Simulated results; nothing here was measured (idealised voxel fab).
Name of the process module below: voxel released beams
Cross-section cut spans 140 nm and uses square cells 5 nm in size.
For the purposes of this document, a cross-section shall be understood as a grid of square cells, specified as bands listed in top-to-bottom order, each band consisting of one or more rows of cells. Read a band's entry like this: the first values are the height of its top and the height of its bottom in nm, and what follows is the sequence of materials from left to right, each with its width in nm. Note that "empty" is empty space, and that a single material marked "everywhere" reaches across the band from edge to edge. For the purposes of this specification, 0 denotes the height below which the wafer in its as-received condition is composed wholly of one material, and the lowermost band, lacking a lower limit, extends downward without end, as expressed in "0..down". A two-number width, for instance "30 to 40", indicates that the width is equal to the first number in the top row of the band and to the second number in the bottom row, and that it changes by a constant amount per row of cells. Reading "nothing changed" for a step: not a cell of the cross-section changed in it. "Sealed void list": sealed empty spaces, 8 cells or more, no open way to top, listed width x height at distance, with distance from the left edge and width, height and distance in nm. Note: text after step settings on the step line = simulator remark on that step. When a step includes a mask, the "overlay nm" setting on its line states how far to the right of its planned place that mask lay, and negative values state how far to the left. Reading key. Pairs: pre-step and post-step cross-section, one process step apart; post-step view only to lowest changed band. Step between + settings: beneath pair. Runs: pairs may be from different runs of this module, same starting wafer. Continuation from pair above: only where "State before" entry says.

State before
    0..down = Si everywhere
    Sealed void list: none

After the Step
    5..0 = SiN everywhere
    Heights below 0 show no change.
    Sealed void list: none
The process step separating the two cross-sections depicted above is as follows: CONFORMAL_DEP,material SiN,thk nm 5

State before: the pre-step structure is the one depicted after the step in the pair just above.

After the Step
    15..5 = SiO2 everywhere
    Heights below 5 show no change.
    Sealed void list: none
The process step separating the two cross-sections depicted above is as follows: DIRECTIONAL_DEP,material SiO2,thk nm 10

State before: the pre-step structure is the one depicted after the step in the pair just above.

After the Step
    30..15 = aC everywhere
    Heights below 15 show no change.
    Sealed void list: none
The process step separating the two cross-sections depicted above is as follows: DIRECTIONAL_DEP,material aC,thk nm 15

State before: the pre-step structure is the one depicted after the step in the pair just above.

After the Step
    60..30 = resist 35, empty 25, resist 80
    Heights below 30 show no change.
    Sealed void list: none
The process step separating the two cross-sections depicted above is as follows: PATTERN,tone open,mask id ANCHOR,material resist,width nm 25,thk nm 30,overlay nm 0

State before: the pre-step structure is the one depicted after the step in the pair just above.

After the Step
    45..30 = resist 35, empty 25, resist 80
    30..15 = aC 35, empty 25, aC 80
    Heights below 15 show no change.
    Sealed void list: none
The process step separating the two cross-sections depicted above is as follows: DIRECTIONAL_ETCH,etch materials aC,depth nm 15

State before: the pre-step structure is the one depicted after the step in the pair just above.

After the Step
    30..15 = aC 35, empty 25, aC 80
    Heights below 15 show no change.
    Sealed void list: none
The process step separating the two cross-sections depicted above is as follows: STRIP,etch materials resist

State before: the pre-step structure is the one depicted after the step in the pair just above.

After the Step
    30..15 = aC 35, empty 25, aC 80
    15..5 = SiO2 35, empty 25, SiO2 80
    Heights below 5 show no change.
    Sealed void list: none
The process step separating the two cross-sections depicted above is as follows: DIRECTIONAL_ETCH,etch materials SiO2,depth nm 10

State before: the pre-step structure is the one depicted after the step in the pair just above.

After the Step
    15..5 = SiO2 35, empty 25, SiO2 80
    Heights below 5 show no change.
    Sealed void list: none
The process step separating the two cross-sections depicted above is as follows: STRIP,etch materials aC

State before: the pre-step structure is the one depicted after the step in the pair just above.

After the Step
    25..15 = W 45, empty 5, W 90
    15..5 = SiO2 35, W 25, SiO2 80
    Heights below 5 show no change.
    Sealed void list: none
The process step separating the two cross-sections depicted above is as follows: CONFORMAL_DEP,material W,thk nm 10

State before: the pre-step structure is the one depicted after the step in the pair just above.

After the Step
    25..15 = empty 30, W 15, empty 5, W 50, empty 40
    Heights below 15 show no change.
    Sealed void list: none
The process step separating the two cross-sections depicted above is as follows: MASKED_ETCH,tone cover,mask id BEAM,width nm 70,etch materials W,depth nm 10,overlay nm 0

State before: the pre-step structure is the one depicted after the step in the pair just above.

After the Step
    25..15 = empty 30, W 15, empty 5, W 50, empty 40
    15..5 = empty 35, W 25, empty 80
    Heights below 5 show no change.
    Sealed void list: none
The process step separating the two cross-sections depicted above is as follows: STRIP,etch materials SiO2

State before
    0..down = Si everywhere
    Sealed void list: none

After the Step
    10..0 = SiO2 everywhere
    Heights below 0 show no change.
    Sealed void list: none
The process step separating the two cross-sections depicted above is as follows: DIRECTIONAL_DEP,material SiO2,thk nm 10

State before: the pre-step structure is the one depicted after the step in the pair just above.

After the Step
    25..10 = aC everywhere
    Heights below 10 show no change.
    Sealed void list: none
The process step separating the two cross-sections depicted above is as follows: DIRECTIONAL_DEP,material aC,thk nm 15

State before: the pre-step structure is the one depicted after the step in the pair just above.

After the Step
    55..25 = resist 35, empty 25, resist 80
    Heights below 25 show no change.
    Sealed void list: none
The process step separating the two cross-sections depicted above is as follows: PATTERN,tone open,mask id ANCHOR,material resist,width nm 25,thk nm 30,overlay nm 0

State before: the pre-step structure is the one depicted after the step in the pair just above.

After the Step
    40..25 = resist 35, empty 25, resist 80
    25..10 = aC 35, empty 25, aC 80
    Heights below 10 show no change.
    Sealed void list: none
The process step separating the two cross-sections depicted above is as follows: DIRECTIONAL_ETCH,etch materials aC,depth nm 15

State before: the pre-step structure is the one depicted after the step in the pair just above.

After the Step
    25..10 = aC 35, empty 25, aC 80
    Heights below 10 show no change.
    Sealed void list: none
The process step separating the two cross-sections depicted above is as follows: STRIP,etch materials resist

State before: the pre-step structure is the one depicted after the step in the pair just above.

After the Step
    25..10 = aC 35, empty 25, aC 80
    10..0 = SiO2 35, empty 25, SiO2 80
    Heights below 0 show no change.
    Sealed void list: none
The process step separating the two cross-sections depicted above is as follows: DIRECTIONAL_ETCH,etch materials SiO2,depth nm 10

State before: the pre-step structure is the one depicted after the step in the pair just above.

After the Step
    10..0 = SiO2 35, empty 25, SiO2 80
    Heights below 0 show no change.
    Sealed void list: none
The process step separating the two cross-sections depicted above is as follows: STRIP,etch materials aC

State before: the pre-step structure is the one depicted after the step in the pair just above.

After the Step
    20..10 = W 45, empty 5, W 90
    10..0 = SiO2 35, W 25, SiO2 80
    Heights below 0 show no change.
    Sealed void list: none
The process step separating the two cross-sections depicted above is as follows: CONFORMAL_DEP,material W,thk nm 10

State before: the pre-step structure is the one depicted after the step in the pair just above.

After the Step
    20..10 = empty 30, W 15, empty 5, W 50, empty 40
    Heights below 10 show no change.
    Sealed void list: none
The process step separating the two cross-sections depicted above is as follows: MASKED_ETCH,tone cover,mask id BEAM,width nm 70,etch materials W,depth nm 10,overlay nm 0

State before: the pre-step structure is the one depicted after the step in the pair just above.

After the Step
    20..10 = empty 30, W 15, empty 5, W 50, empty 40
    10..0 = empty 35, W 25, empty 80
    Heights below 0 show no change.
    Sealed void list: none
The process step separating the two cross-sections depicted above is as follows: STRIP,etch materials SiO2

State before
    10..0 = SiO2 everywhere
    0..down = Si everywhere
    Sealed void list: none

After the Step
    15..10 = SiN everywhere
    Heights below 10 show no change.
    Sealed void list: none
The process step separating the two cross-sections depicted above is as follows: CONFORMAL_DEP,material SiN,thk nm 5

State before: the pre-step structure is the one depicted after the step in the pair just above.

After the Step
    30..15 = aC everywhere
    Heights below 15 show no change.
    Sealed void list: none
The process step separating the two cross-sections depicted above is as follows: DIRECTIONAL_DEP,material aC,thk nm 15

State before: the pre-step structure is the one depicted after the step in the pair just above.

After the Step
    60..30 = resist 35, empty 25, resist 80
    Heights below 30 show no change.
    Sealed void list: none
The process step separating the two cross-sections depicted above is as follows: PATTERN,tone open,mask id ANCHOR,material resist,width nm 25,thk nm 30,overlay nm 0

State before: the pre-step structure is the one depicted after the step in the pair just above.

After the Step
    45..30 = resist 35, empty 25, resist 80
    30..15 = aC 35, empty 25, aC 80
    Heights below 15 show no change.
    Sealed void list: none
The process step separating the two cross-sections depicted above is as follows: DIRECTIONAL_ETCH,etch materials aC,depth nm 15

State before: the pre-step structure is the one depicted after the step in the pair just above.

After the Step
    30..15 = aC 35, empty 25, aC 80
    Heights below 15 show no change.
    Sealed void list: none
The process step separating the two cross-sections depicted above is as follows: STRIP,etch materials resist

State before: the pre-step structure is the one depicted after the step in the pair just above.

After the Step
    15..10 = SiN everywhere
    Heights below 10 show no change.
    Sealed void list: none
The process step separating the two cross-sections depicted above is as follows: STRIP,etch materials aC

State before: the pre-step structure is the one depicted after the step in the pair just above.

After the Step
    25..15 = W everywhere
    Heights below 15 show no change.
    Sealed void list: none
The process step separating the two cross-sections depicted above is as follows: CONFORMAL_DEP,material W,thk nm 10

State before: the pre-step structure is the one depicted after the step in the pair just above.

After the Step
    25..15 = empty 30, W 70, empty 40
    Heights below 15 show no change.
    Sealed void list: none
The process step separating the two cross-sections depicted above is as follows: MASKED_ETCH,tone cover,mask id BEAM,width nm 70,etch materials W,depth nm 10,overlay nm 0

State before
    5..0 = SiN everywhere
    0..down = Si everywhere
    Sealed void list: none

After the Step
    10..5 = SiO2 everywhere
    Heights below 5 show no change.
    Sealed void list: none
The process step separating the two cross-sections depicted above is as follows: DIRECTIONAL_DEP,material SiO2,thk nm 5

State before: the pre-step structure is the one depicted after the step in the pair just above.

After the Step
    25..10 = aC everywhere
    Heights below 10 show no change.
    Sealed void list: none
The process step separating the two cross-sections depicted above is as follows: DIRECTIONAL_DEP,material aC,thk nm 15

State before: the pre-step structure is the one depicted after the step in the pair just above.

After the Step
    55..25 = resist 35, empty 25, resist 80
    Heights below 25 show no change.
    Sealed void list: none
The process step separating the two cross-sections depicted above is as follows: PATTERN,tone open,mask id ANCHOR,material resist,width nm 25,thk nm 30,overlay nm 0

State before: the pre-step structure is the one depicted after the step in the pair just above.

After the Step
    40..25 = resist 35, empty 25, resist 80
    25..10 = aC 35, empty 25, aC 80
    Heights below 10 show no change.
    Sealed void list: none
The process step separating the two cross-sections depicted above is as follows: DIRECTIONAL_ETCH,etch materials aC,depth nm 15

State before: the pre-step structure is the one depicted after the step in the pair just above.

After the Step
    25..10 = aC 35, empty 25, aC 80
    Heights below 10 show no change.
    Sealed void list: none
The process step separating the two cross-sections depicted above is as follows: STRIP,etch materials resist

State before: the pre-step structure is the one depicted after the step in the pair just above.

After the Step
    25..10 = aC 35, empty 25, aC 80
    10..5 = SiO2 35, empty 25, SiO2 80
    Heights below 5 show no change.
    Sealed void list: none
The process step separating the two cross-sections depicted above is as follows: DIRECTIONAL_ETCH,etch materials SiO2,depth nm 10

State before: the pre-step structure is the one depicted after the step in the pair just above.

After the Step
    10..5 = SiO2 35, empty 25, SiO2 80
    Heights below 5 show no change.
    Sealed void list: none
The process step separating the two cross-sections depicted above is as follows: STRIP,etch materials aC

State before: the pre-step structure is the one depicted after the step in the pair just above.

After the Step
    20..15 = W 45, empty 5, W 90
    15..10 = W everywhere
    10..5 = SiO2 35, W 25, SiO2 80
    Heights below 5 show no change.
    Sealed void list: none
The process step separating the two cross-sections depicted above is as follows: CONFORMAL_DEP,material W,thk nm 10

State before: the pre-step structure is the one depicted after the step in the pair just above.

After the Step
    20..15 = empty 30, W 15, empty 5, W 50, empty 40
    15..10 = empty 30, W 70, empty 40
    Heights below 10 show no change.
    Sealed void list: none
The process step separating the two cross-sections depicted above is as follows: MASKED_ETCH,tone cover,mask id BEAM,width nm 70,etch materials W,depth nm 10,overlay nm 0

State before: the pre-step structure is the one depicted after the step in the pair just above.

After the Step
    20..15 = empty 30, W 15, empty 5, W 50, empty 40
    15..5 = empty 30 to 35, W 70 to 25, empty 40 to 80
    Heights below 5 show no change.
    Sealed void list: none
The process step separating the two cross-sections depicted above is as follows: STRIP,etch materials SiO2

State before
    30..15 = aC everywhere
    15..5 = SiO2 everywhere
    5..0 = SiN everywhere
    0..down = Si everywhere
    Sealed void list: none

After the Step
    60..30 = resist 40, empty 15, resist 85
    Heights below 30 show no change.
    Sealed void list: none
The process step separating the two cross-sections depicted above is as follows: PATTERN,tone open,mask id ANCHOR,material resist,width nm 15,thk nm 30,overlay nm 0

State before: the pre-step structure is the one depicted after the step in the pair just above.

After the Step
    45..30 = resist 40, empty 15, resist 85
    30..15 = aC 40, empty 15, aC 85
    Heights below 15 show no change.
    Sealed void list: none
The process step separating the two cross-sections depicted above is as follows: DIRECTIONAL_ETCH,etch materials aC,depth nm 15

State before: the pre-step structure is the one depicted after the step in the pair just above.

After the Step
    30..15 = aC 40, empty 15, aC 85
    Heights below 15 show no change.
    Sealed void list: none
The process step separating the two cross-sections depicted above is as follows: STRIP,etch materials resist

State before: the pre-step structure is the one depicted after the step in the pair just above.

After the Step
    30..15 = aC 40, empty 15, aC 85
    15..5 = SiO2 40, empty 15, SiO2 85
    Heights below 5 show no change.
    Sealed void list: none
The process step separating the two cross-sections depicted above is as follows: DIRECTIONAL_ETCH,etch materials SiO2,depth nm 10

State before: the pre-step structure is the one depicted after the step in the pair just above.

After the Step
    15..5 = SiO2 40, empty 15, SiO2 85
    Heights below 5 show no change.
    Sealed void list: none
The process step separating the two cross-sections depicted above is as follows: STRIP,etch materials aC

State before: the pre-step structure is the one depicted after the step in the pair just above.

After the Step
    25..15 = W everywhere
    15..5 = SiO2 40, W 15, SiO2 85
    Heights below 5 show no change.
    Sealed void list: none
The process step separating the two cross-sections depicted above is as follows: CONFORMAL_DEP,material W,thk nm 10

State before: the pre-step structure is the one depicted after the step in the pair just above.

After the Step
    25..15 = empty 30, W 70, empty 40
    Heights below 15 show no change.
    Sealed void list: none
The process step separating the two cross-sections depicted above is as follows: MASKED_ETCH,tone cover,mask id BEAM,width nm 70,etch materials W,depth nm 10,overlay nm 0

State before: the pre-step structure is the one depicted after the step in the pair just above.

After the Step
    25..15 = empty 30, W 70, empty 40
    15..5 = empty 40, W 15, empty 85
    Heights below 5 show no change.
    Sealed void list: none
The process step separating the two cross-sections depicted above is as follows: STRIP,etch materials SiO2

State before
    30..15 = aC everywhere
    15..5 = SiO2 everywhere
    5..0 = SiN everywhere
    0..down = Si everywhere
    Sealed void list: none

After the Step
    60..30 = resist 30, empty 25, resist 85
    Heights below 30 show no change.
    Sealed void list: none
The process step separating the two cross-sections depicted above is as follows: PATTERN,tone open,mask id ANCHOR,material resist,width nm 25,thk nm 30,overlay nm -5

State before: the pre-step structure is the one depicted after the step in the pair just above.

After the Step
    45..30 = resist 30, empty 25, resist 85
    30..15 = aC 30, empty 25, aC 85
    Heights below 15 show no change.
    Sealed void list: none
The process step separating the two cross-sections depicted above is as follows: DIRECTIONAL_ETCH,etch materials aC,depth nm 15

State before: the pre-step structure is the one depicted after the step in the pair just above.

After the Step
    30..15 = aC 30, empty 25, aC 85
    Heights below 15 show no change.
    Sealed void list: none
The process step separating the two cross-sections depicted above is as follows: STRIP,etch materials resist

State before: the pre-step structure is the one depicted after the step in the pair just above.

After the Step
    30..15 = aC 30, empty 25, aC 85
    15..5 = SiO2 30, empty 25, SiO2 85
    Heights below 5 show no change.
    Sealed void list: none
The process step separating the two cross-sections depicted above is as follows: DIRECTIONAL_ETCH,etch materials SiO2,depth nm 10

State before: the pre-step structure is the one depicted after the step in the pair just above.

After the Step
    15..5 = SiO2 30, empty 25, SiO2 85
    Heights below 5 show no change.
    Sealed void list: none
The process step separating the two cross-sections depicted above is as follows: STRIP,etch materials aC

State before: the pre-step structure is the one depicted after the step in the pair just above.

After the Step
    25..15 = W 40, empty 5, W 95
    15..5 = SiO2 30, W 25, SiO2 85
    Heights below 5 show no change.
    Sealed void list: none
The process step separating the two cross-sections depicted above is as follows: CONFORMAL_DEP,material W,thk nm 10

State before: the pre-step structure is the one depicted after the step in the pair just above.

After the Step
    25..15 = empty 30, W 10, empty 5, W 55, empty 40
    Heights below 15 show no change.
    Sealed void list: none
The process step separating the two cross-sections depicted above is as follows: MASKED_ETCH,tone cover,mask id BEAM,width nm 70,etch materials W,depth nm 10,overlay nm 0

State before: the pre-step structure is the one depicted after the step in the pair just above.

After the Step
    25..15 = empty 30, W 10, empty 5, W 55, empty 40
    15..5 = empty 30, W 25, empty 85
    Heights below 5 show no change.
    Sealed void list: none
The process step separating the two cross-sections depicted above is as follows: STRIP,etch materials SiO2

State before
    15..5 = SiO2 35, empty 25, SiO2 80
    5..0 = SiN everywhere
    0..down = Si everywhere
    Sealed void list: none

After the Step
    25..15 = aC 45, empty 5, aC 90
    15..5 = SiO2 35, aC 25, SiO2 80
    Heights below 5 show no change.
    Sealed void list: none
The process step separating the two cross-sections depicted above is as follows: CONFORMAL_DEP,material aC,thk nm 10

State before
    30..15 = aC everywhere
    15..5 = SiO2 everywhere
    5..0 = SiN everywhere
    0..down = Si everywhere
    Sealed void list: none

After the Step
    60..30 = empty 35, resist 25, empty 80
    Heights below 30 show no change.
    Sealed void list: none
The process step separating the two cross-sections depicted above is as follows: PATTERN,tone cover,mask id ANCHOR,material resist,width nm 25,thk nm 30,overlay nm 0

State before: the pre-step structure is the one depicted after the step in the pair just above.

After the Step
    45..30 = empty 35, resist 25, empty 80
    30..15 = empty 35, aC 25, empty 80
    Heights below 15 show no change.
    Sealed void list: none
The process step separating the two cross-sections depicted above is as follows: DIRECTIONAL_ETCH,etch materials aC,depth nm 15

State before: the pre-step structure is the one depicted after the step in the pair just above.

After the Step
    30..15 = empty 35, aC 25, empty 80
    Heights below 15 show no change.
    Sealed void list: none
The process step separating the two cross-sections depicted above is as follows: STRIP,etch materials resist

State before: the pre-step structure is the one depicted after the step in the pair just above.

After the Step
    30..15 = empty 35, aC 25, empty 80
    15..5 = empty 35, SiO2 25, empty 80
    Heights below 5 show no change.
    Sealed void list: none
The process step separating the two cross-sections depicted above is as follows: DIRECTIONAL_ETCH,etch materials SiO2,depth nm 10

State before: the pre-step structure is the one depicted after the step in the pair just above.

After the Step
    15..5 = empty 35, SiO2 25, empty 80
    Heights below 5 show no change.
    Sealed void list: none
The process step separating the two cross-sections depicted above is as follows: STRIP,etch materials aC

State before: the pre-step structure is the one depicted after the step in the pair just above.

After the Step
    25..15 = empty 25, W 45, empty 70
    15..5 = W 35, SiO2 25, W 80
    Heights below 5 show no change.
    Sealed void list: none
The process step separating the two cross-sections depicted above is as follows: CONFORMAL_DEP,material W,thk nm 10

State before: the pre-step structure is the one depicted after the step in the pair just above.

After the Step
    25..15 = empty 30, W 40, empty 70
    15..5 = empty 25, W 10, SiO2 25, W 40, empty 40
    Heights below 5 show no change.
    Sealed void list: none
The process step separating the two cross-sections depicted above is as follows: MASKED_ETCH,tone cover,mask id BEAM,width nm 70,etch materials W,depth nm 10,overlay nm 0
